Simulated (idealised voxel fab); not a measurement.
Proc. module: voxel lift off
The cross-section shown here is cut; it is 250 nm wide and divided into square cells measuring 5 nm on a side.
In what follows, cross-sections appear as grids of square cells, described through bands that run from the top down, where every band is one or more rows of cells.
It is stipulated that each band's entry specify, in nanometres, the height of the top of the band and then that of its bottom, followed by the materials of the band in left-to-right sequence, each together with its width in nanometres. A single material marked by the word "full width" is understood to fill the band from edge to edge; the word "empty" is understood to denote empty space.
Heights are measured from 0, the level below which the as-received wafer is all one material; the lowest band has no bottom and continues downward, written as in "0..down".
With a width like "30->40", each row of cells in the band differs from the next by the same amount, the top row carrying the first number and the bottom row the second.
The designation "all unchanged", where it is given for a processing step, indicates that no cell of the cross-section was altered in the course of that step.
Entry "Fully sealed cavities" = empty spaces >= 8 cells with no open way to the top; each as width x height at distance, distance from left edge, all nm.
What comes after the settings on a step's line is commentary from the simulator itself on that step.
For masked steps, "overlay nm" on the step line gives how far right of plan the mask actually lay; a minus sign means it lay to the left.

Planned process steps
1 RECEIVE (material Si)
2 CONFORMAL_DEP (material SiN; thk nm 15)
3 PATTERN (tone open; mask id LINES; material resist; width nm 20; pitch nm 50; thk nm 25; overlay nm 0)
4 DIRECTIONAL_DEP (material Ru; thk nm 15)
5 STRIP (etch materials resist)
6 CONFORMAL_DEP (material SiCN; thk nm 10)
Every wafer here starts from the same state; it is the step 3 width nm that distinguishes them, and the value the plan gives belongs to the first wafer.

This is how the first of several wafers looked in cross-section when it arrived, which is after step 1
    0..down = Si full width
    Fully sealed cavities: none

Heads up, this table goes wafer by wafer. A row tells you, at the end of the module, how many cells of each material that wafer has put on (+) or dropped (-) since it was received, and then its closed voids
width nm 20, +48 Ru, +148 SiCN, +150 SiN, Fully sealed cavities: none
width nm 25, +60 Ru, +148 SiCN, +150 SiN, Fully sealed cavities: none
width nm 30, +72 Ru, +148 SiCN, +150 SiN, Fully sealed cavities: none
width nm 35, +84 Ru, +139 SiCN, +150 SiN, Fully sealed cavities: none
